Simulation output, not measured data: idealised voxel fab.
Process module, titled voxel wiring stack
In the cross-section labelled cut, the width is 165 nm and each square cell is 5 nm.
A cross-section is written here as square cells arranged in a grid, and it is given in bands from the top down, each band taking up one or more rows of cells.
Band: top and bottom heights (nm) first, top before bottom; then materials from left to right, widths in nm. "all across" marks a sole material filling the band edge to edge. "air" denotes empty space.
Where do heights start? At 0: under that level the wafer as delivered is made of one material only. And the lowest band has no floor; it just carries on downward, as in "0 down".
Per-row width for "30->40": begins at first number (top row of band), ends at second number (bottom row), increment between rows held constant.
Step note "same as before" = no cross-section cell changed.
What "Closed cavity list" gives you is every empty space of 8 cells or more that is cut off from the top. Each appears as width x height at distance, with the distance taken from the left edge and width, height and distance all in nm.
Step line, after settings: the simulator's comment on this step.
The optional step-line setting "overlay nm" applies to steps with a mask and quantifies how far to the right of its planned location the mask lay, a negative value indicating leftward placement.
# Below is the list of planned process steps
step 1: RECEIVE with material Si
step 2: CONFORMAL_DEP with material SiO2, thk nm 10
step 3: CONFORMAL_DEP with material SiCN, thk nm 5
step 4: DIRECTIONAL_DEP with material lowk, thk nm 25
step 5: PATTERN with tone open, mask id METAL_1, material resist, width nm 20, pitch nm 45, thk nm 20, overlay nm 0
step 6: DIRECTIONAL_ETCH with etch materials lowk, depth nm 25
step 7: DIRECTIONAL_ETCH with etch materials SiCN, depth nm 5
step 8: STRIP with etch materials resist
step 9: CONFORMAL_DEP with material TiN, thk nm 5
step 10: FILL_DEP with material Ru, thk nm 5
step 11: CMP with height nm 40
step 12: EPI with material Ru, thk nm 5
step 13: FILL_DEP with material SiCN, thk nm 5
step 14: DIRECTIONAL_DEP with material SiO2, thk nm 35
step 15: MASKED_ETCH with tone open, mask id METAL_2_HOLES, width nm 15, pitch nm 45, etch materials SiO2, depth nm 35, overlay nm 0
step 16: MASKED_ETCH with tone open, mask id METAL_2, width nm 20, pitch nm 45, etch materials SiO2, depth nm 20, overlay nm 0
step 17: MASKED_ETCH with tone open, mask id METAL_2, width nm 20, pitch nm 45, etch materials SiCN, depth nm 5, overlay nm 0
step 18: CONFORMAL_DEP with material TiN, thk nm 5
step 19: FILL_DEP with material Cu, thk nm 10
step 20: CMP with height nm 85
step 21: CONFORMAL_DEP with material SiN, thk nm 5
# Cross-section, incoming material, after step 1
* 0 down  Si all across
* Closed cavity list: none
# Cross-section at module end, one run error; start and plan unchanged from above
* 90 to 85  SiN all across
* 85 to 70  45 SiO2  5 TiN  20 Cu  5 TiN  15 SiO2  5 TiN  20 Cu  5 TiN  45 SiO2
* 70 to 65  45 SiO2  10 TiN  5 Cu  15 TiN  15 SiO2  10 TiN  5 Cu  15 TiN  45 SiO2
* 65 to 50  50 SiO2  5 TiN  5 Cu  5 TiN  30 SiO2  5 TiN  5 Cu  5 TiN  55 SiO2
* 50 to 45  50 SiCN  15 TiN  30 SiCN  15 TiN  55 SiCN
* 45 to 40  45 SiCN  30 Ru  15 SiCN  30 Ru  45 SiCN
* 40 to 15  50 lowk  5 TiN  10 Ru  5 TiN  25 lowk  5 TiN  10 Ru  5 TiN  50 lowk
* 15 to 10  50 SiCN  20 TiN  25 SiCN  20 TiN  50 SiCN
* 10 to 0  SiO2 all across
* 0 down  Si all across
* Closed cavity list: none
What broke from the plan during processing? step 16 ran differently from the plan; actual operation with settings: MASKED_ETCH with tone open, mask id METAL_2, width nm 30, pitch nm 45, etch materials SiO2, depth nm 20, overlay nm 0
